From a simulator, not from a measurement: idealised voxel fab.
Documented hereafter: the process module known as voxel self aligned vias.
Shown is cross-section cut, with a width of 260 nm and square cells of size 5 nm.
Bands, listed from the top down, are how a cross-section gets written in this document; the cross-section itself is a grid of square cells, and a band is one or more rows of them. The entry gives the band's vertical extent as a top height and a bottom height in nm, then its horizontal make-up as materials from left to right, each with a width in nm. "air" stands for empty space; a single material marked "full width" fills the band edge to edge. For the purposes of this specification, 0 denotes the height below which the wafer in its as-received condition is composed wholly of one material, and the lowermost band, lacking a lower limit, extends downward without end, as expressed in "0..down". Top row gets the first number, bottom row gets the second, and each row in between changes by the same step: that is how a band width like "30 to 40" works. When a step is marked "remained unchanged", none of the cells in the cross-section changed during that step. For the entry "Closed void list", the listed items are empty spaces with no open way to the top whose size is 8 cells or more; each item follows the pattern width x height at distance, where distance is from the left edge and all three are in nm. What comes after the settings on a step's line is commentary from the simulator itself on that step. The optional step-line setting "overlay nm" applies to steps with a mask and quantifies how far to the right of its planned location the mask lay, a negative value indicating leftward placement.

List of planned process steps
1. RECEIVE: material Si
2. CONFORMAL_DEP: material SiO2, thk nm 10
3. CONFORMAL_DEP: material SiCN, thk nm 5
4. DIRECTIONAL_DEP: material lowk, thk nm 30
5. MASKED_ETCH: tone open, mask id LINES, width nm 20, pitch nm 70, etch materials lowk, depth nm 30, overlay nm 0
6. CONFORMAL_DEP: material TiN, thk nm 5
7. FILL_DEP: material Ru, thk nm 5
8. CMP: height nm 45
9. SELECTIVE_ETCH: etch materials W Ru TiN, depth nm 10
10. FILL_DEP: material SiN, thk nm 5
11. CMP: height nm 45
12. DIRECTIONAL_DEP: material lowk, thk nm 15
13. MASKED_ETCH: tone open, mask id VIAS, width nm 50, pitch nm 140, etch materials lowk, depth nm 15, overlay nm 0
14. MASKED_ETCH: tone open, mask id VIAS, width nm 50, pitch nm 140, etch materials SiN, depth nm 10, overlay nm 0
15. CONFORMAL_DEP: material TiN, thk nm 5
16. FILL_DEP: material Ru, thk nm 10
17. CMP: height nm 60
18. CONFORMAL_DEP: material SiCN, thk nm 5
Be aware that, although all wafers share a common starting state, the width nm at step 5 differs among them, and the plan displays the first wafer's value.

The first of several wafers in cross-section, exactly as it reached us after step 1
* 0..down = Si full width
* Closed void list: none

Here is the cross-section of the first of several wafers at the end of the module, after its last step, step 18
* 65..60 = SiCN full width
* 60..50 = lowk (35), TiN (5), Ru (40), TiN (5), lowk (90), TiN (5), Ru (40), TiN (5), lowk (35)
* 50..45 = lowk (35), TiN (20), Ru (10), TiN (20), lowk (90), TiN (20), Ru (10), TiN (20), lowk (35)
* 45..40 = lowk (50), TiN (5), Ru (10), TiN (5), lowk (50), SiN (20), lowk (50), TiN (5), Ru (10), TiN (5), lowk (50)
* 40..35 = lowk (50), TiN (20), lowk (50), SiN (20), lowk (50), TiN (20), lowk (50)
* 35..20 = lowk (50), TiN (5), Ru (10), TiN (5), lowk (50), TiN (5), Ru (10), TiN (5), lowk (50), TiN (5), Ru (10), TiN (5), lowk (50)
* 20..15 = lowk (50), TiN (20), lowk (50), TiN (20), lowk (50), TiN (20), lowk (50)
* 15..10 = SiCN full width
* 10..0 = SiO2 full width
* 0..down = Si full width
* Closed void list: none

Cross-section, last wafer, module completion
* 65..60 = SiCN full width
* 60..50 = lowk (35), TiN (5), Ru (40), TiN (5), lowk (90), TiN (5), Ru (40), TiN (5), lowk (35)
* 50..45 = lowk (35), TiN (10), Ru (35), TiN (5), lowk (90), TiN (10), Ru (35), TiN (5), lowk (35)
* 45..40 = lowk (40), TiN (5), Ru (35), TiN (5), lowk (25), SiN (45), lowk (25), TiN (5), Ru (35), TiN (5), lowk (35)
* 40..35 = lowk (40), TiN (45), lowk (25), SiN (45), lowk (25), TiN (45), lowk (35)
* 35..20 = lowk (40), TiN (5), Ru (35), TiN (5), lowk (25), TiN (5), Ru (35), TiN (5), lowk (25), TiN (5), Ru (35), TiN (5), lowk (35)
* 20..15 = lowk (40), TiN (45), lowk (25), TiN (45), lowk (25), TiN (45), lowk (35)
* 15..10 = SiCN full width
* 10..0 = SiO2 full width
* 0..down = Si full width
* Closed void list: none

Below is a per-wafer table. In it, each row describes the wafer at the end of the module by giving, for each material, the number of cells gained (+) or lost (-) since the wafer was received, and after that the closed voids of the wafer
width nm 20 | +58 Ru | +104 SiCN | +8 SiN | +104 SiO2 | +66 TiN | +336 lowk | Closed void list: none
width nm 25 | +71 Ru | +104 SiCN | +10 SiN | +104 SiO2 | +69 TiN | +318 lowk | Closed void list: none
width nm 30 | +84 Ru | +104 SiCN | +12 SiN | +104 SiO2 | +72 TiN | +300 lowk | Closed void list: none
width nm 35 | +97 Ru | +104 SiCN | +14 SiN | +104 SiO2 | +75 TiN | +282 lowk | Closed void list: none
width nm 40 | +110 Ru | +104 SiCN | +16 SiN | +104 SiO2 | +78 TiN | +264 lowk | Closed void list: none
width nm 45 | +123 Ru | +104 SiCN | +18 SiN | +104 SiO2 | +81 TiN | +246 lowk | Closed void list: none
